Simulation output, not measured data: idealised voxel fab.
Process module in this document: voxel gate over fins
Cross-sectional view cut (width: 230 nm; square cell size: 5 nm).
A cross-section is a grid of square cells, given in bands from the top down. A band is one or more rows of cells.
Band: top and bottom heights (nm) first, top before bottom; then materials from left to right, widths in nm. "all across" marks a sole material filling the band edge to edge. "air" denotes empty space.
Heights are reckoned from 0. Under this level, the received wafer is all of one material. The bottommost band is open-ended downward, for example "0 -> down".
So if you see something like "30..40" for the width, read it as the top row of the band sitting at the first number and the bottom row at the second, with every row in between moving by the same amount as the last.
It should be understood that the words "no change", when stated for a given step, signify that the cross-section underwent no change in any of its cells during that step.
Any empty space of 8 cells or more lacking an open way to the top shows up in "Enclosed void inventory" as width x height at distance, distance from the left edge, in nm.
Text after the settings on a step's line: the simulator's own remark on that step.
overlay nm: mask offset rightward from planned place, masked step; negative means leftward offset.

# List of planned process steps
1) RECEIVE, material Si
2) CONFORMAL_DEP, material SiN, thk nm 5
3) MASKED_ETCH, tone cover, mask id FINS, width nm 15, pitch nm 35, etch materials SiN, depth nm 5, overlay nm 0
4) MASKED_ETCH, tone cover, mask id FINS, width nm 15, pitch nm 35, etch materials Si, depth nm 40, overlay nm 0
5) OXIDIZE, depth nm 5
6) FILL_DEP, material SiO2, thk nm 10
7) CMP, height nm 5
8) SELECTIVE_ETCH, etch materials SiO2, depth nm 20
9) STRIP, etch materials SiN
10) CONFORMAL_DEP, material HfO2, thk nm 5
11) CONFORMAL_DEP, material TiN, thk nm 5
12) FILL_DEP, material W, thk nm 15
13) CMP, height nm 20
14) CONFORMAL_DEP, material SiCN, thk nm 5

# Cross-section of the incoming wafer, state after step 1
    0 -> down: Si all across
    Enclosed void inventory: none

# Cross-section at module end, one run error; start and plan unchanged from above
    25 -> 20: SiCN all across
    20 -> 10: W all across
    10 -> 5: W 75 nm / TiN 25 nm / W 10 nm / TiN 25 nm / W 10 nm / TiN 25 nm / W 60 nm
    5 -> 0: W 65 nm / TiN 15 nm / HfO2 15 nm / TiN 20 nm / HfO2 15 nm / TiN 20 nm / HfO2 15 nm / TiN 5 nm / W 60 nm
    0 -> -5: W 65 nm / TiN 5 nm / HfO2 15 nm / Si 5 nm / HfO2 5 nm / TiN 10 nm / HfO2 15 nm / Si 5 nm / HfO2 5 nm / TiN 10 nm / HfO2 15 nm / Si 5 nm / HfO2 5 nm / TiN 5 nm / W 60 nm
    -5 -> -10: TiN 70 nm / HfO2 5 nm / Si 15 nm / HfO2 5 nm / TiN 10 nm / HfO2 5 nm / Si 15 nm / HfO2 5 nm / TiN 10 nm / HfO2 5 nm / Si 15 nm / HfO2 5 nm / TiN 65 nm
    -10 -> -15: HfO2 75 nm / Si 15 nm / HfO2 20 nm / Si 15 nm / HfO2 20 nm / Si 15 nm / HfO2 70 nm
    -15 -> -45: SiO2 75 nm / Si 15 nm / SiO2 20 nm / Si 15 nm / SiO2 20 nm / Si 15 nm / SiO2 70 nm
    -45 -> down: Si all across
    Enclosed void inventory: none
Diagnosis: rather than as planned, step 3 actually ran as MASKED_ETCH, tone cover, mask id FINS, width nm 15, pitch nm 35, etch materials SiN, depth nm 5, overlay nm 10
